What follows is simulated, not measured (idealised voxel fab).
process module | voxel tone inversion
cross-section cut | 230 nm wide | cells 5 nm
A cross-section is a grid of square cells, given in bands from the top down. A band is one or more rows of cells.
Each band's line starts with the height of the band's top and of its bottom, in nm. Then come its materials from left to right, each with its width in nm. One material with "throughout" fills the band from edge to edge. "air" is empty space.
Height 0 is the level under which the wafer as received is all one material. The lowest band goes on downwards, as in "0 down".
A width such as "30 to 40" changes by the same amount from each row of cells to the next, from the band's top row to its bottom row.
"no change" after a step means that no cell of the cross-section changed.
closed voids: empty space of 8 cells or more with no open way to the top, each as width x height at its distance from the left edge, in nm
after a step's settings: what the simulator itself notes on the step
overlay nm, on a step with a mask: how far to the right of its planned place the mask lay; to the left if negative
plan
1 op RECEIVE | material Si
2 op CONFORMAL_DEP | material SiN | thk nm 10
3 op DIRECTIONAL_DEP | material polySi | thk nm 20
4 op PATTERN | tone cover | mask id POSTS | material resist | width nm 15 | pitch nm 40 | thk nm 25 | overlay nm 0
5 op DIRECTIONAL_ETCH | etch materials polySi | depth nm 20
6 op STRIP | etch materials resist
7 op FILL_DEP | material SiO2 | thk nm 5
8 op CMP | height nm 30
9 op STRIP | etch materials polySi
first wafer, as planned
as received, after step 1
  0 down: Si throughout
  closed voids: none
after step 2
  10 to 0: SiN throughout
  below 0: unchanged
after step 3
  30 to 10: polySi throughout
  below 10: unchanged
after step 4
  55 to 30: air 65 | resist 15 | air 25 | resist 15 | air 25 | resist 15 | air 70
  below 30: unchanged
after step 5
  55 to 30: air 65 | resist 15 | air 25 | resist 15 | air 25 | resist 15 | air 70
  30 to 10: air 65 | polySi 15 | air 25 | polySi 15 | air 25 | polySi 15 | air 70
  below 10: unchanged
after step 6
  30 to 10: air 65 | polySi 15 | air 25 | polySi 15 | air 25 | polySi 15 | air 70
  below 10: unchanged
after step 7
  35 to 30: SiO2 throughout
  30 to 10: SiO2 65 | polySi 15 | SiO2 25 | polySi 15 | SiO2 25 | polySi 15 | SiO2 70
  below 10: unchanged
after step 8
  30 to 10: SiO2 65 | polySi 15 | SiO2 25 | polySi 15 | SiO2 25 | polySi 15 | SiO2 70
  below 10: unchanged
after step 9
  30 to 10: SiO2 65 | air 15 | SiO2 25 | air 15 | SiO2 25 | air 15 | SiO2 70
  below 10: unchanged
second wafer: like start, like plan, one mistake. Through step 6 it matches the first wafer
when step 7 should have ended
  40 to 30: SiO2 throughout
  30 to 10: SiO2 65 | polySi 15 | SiO2 25 | polySi 15 | SiO2 25 | polySi 15 | SiO2 70
  below 10: unchanged
when step 8 should have ended
  30 to 10: SiO2 65 | polySi 15 | SiO2 25 | polySi 15 | SiO2 25 | polySi 15 | SiO2 70
  below 10: unchanged
when step 9 should have ended
  30 to 10: SiO2 65 | air 15 | SiO2 25 | air 15 | SiO2 25 | air 15 | SiO2 70
  below 10: unchanged
what went wrong: step 7 was run twice
at the end the two cross-sections are the same: no effect in what this model computes
